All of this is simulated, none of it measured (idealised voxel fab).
voxel ribs on slabs: a process module
FYI the section here is cut, 215 nm wide, cells are 5 nm squares.
Bands, listed from the top down, are how a cross-section gets written in this document; the cross-section itself is a grid of square cells, and a band is one or more rows of them.
Heads up on the band format: heights come first, top then bottom, in nm. After that it's the materials left to right, each with its width in nm. A single material flagged "everywhere" fills the whole band edge to edge, and "empty" means there's empty space there.
Heads up on the height convention: 0 is the point under which the incoming wafer is all one material, and the lowest band has no bottom, it just keeps going down, like "z 0 and below".
Width "30 to 40": first value at the band's top row of cells, second value at its bottom row, equal change from row to row.
"nothing different" -> step changed no cross-section cell.
Under "Closed voids list" you'll find the enclosed gaps, the ones with no way out to the top, that are 8 cells or bigger; each reads width x height at distance, with distance counted from the left edge, everything in nm.
On each step's line, the part that comes after the settings is the simulator's own comment on the step.
A step's line can hold "overlay nm"; with a mask on that step, the setting says how far right of the planned place the mask lay, while a negative setting says it lay to the left.
Intended process steps
- 1: RECEIVE: material Si
- 2: DIRECTIONAL_DEP: material SiO2, thk nm 20
- 3: DIRECTIONAL_DEP: material SiN, thk nm 25
- 4: MASKED_ETCH: tone cover, mask id RIB, width nm 30, etch materials SiN, depth nm 10, overlay nm 0
- 5: MASKED_ETCH: tone cover, mask id SLAB, width nm 70, etch materials SiN, depth nm 15, overlay nm 0
- 6: FILL_DEP: material SiO2, thk nm 20
- 7: CMP: height nm 55
- 8: DIRECTIONAL_DEP: material W, thk nm 5
- 9: MASKED_ETCH: tone cover, mask id HEATER, width nm 40, etch materials W, depth nm 5, overlay nm 0
- 10: CONFORMAL_DEP: material SiO2, thk nm 5
The value of thk nm given for step 8 in the plan refers to the first wafer; the wafers vary in this setting and are alike at the start.
First wafer as received, after step 1
	z 0 and below | Si everywhere
	Closed voids list: none
Module finished, last step 10 done: cross-section of the first of several wafers
	z 65 to 60 | empty (80), SiO2 (50), empty (85)
	z 60 to 55 | SiO2 (85), W (40), SiO2 (90)
	z 55 to 45 | SiO2 everywhere
	z 45 to 35 | SiO2 (90), SiN (30), SiO2 (95)
	z 35 to 20 | SiO2 (70), SiN (70), SiO2 (75)
	z 20 to 0 | SiO2 everywhere
	z 0 and below | Si everywhere
	Closed voids list: none
Showing the last wafer in cross-section at the end of the module
	z 80 to 75 | empty (80), SiO2 (50), empty (85)
	z 75 to 70 | SiO2 (85), W (40), SiO2 (90)
	z 70 to 55 | W everywhere
	z 55 to 45 | SiO2 everywhere
	z 45 to 35 | SiO2 (90), SiN (30), SiO2 (95)
	z 35 to 20 | SiO2 (70), SiN (70), SiO2 (75)
	z 20 to 0 | SiO2 everywhere
	z 0 and below | Si everywhere
	Closed voids list: none
Heads up, this table goes wafer by wafer. A row tells you, at the end of the module, how many cells of each material that wafer has put on (+) or dropped (-) since it was received, and then its closed voids
thk nm 5 | +54 SiN | +464 SiO2 | +8 W | Closed voids list: none
thk nm 10 | +54 SiN | +464 SiO2 | +51 W | Closed voids list: none
thk nm 15 | +54 SiN | +464 SiO2 | +94 W | Closed voids list: none
thk nm 20 | +54 SiN | +464 SiO2 | +137 W | Closed voids list: none
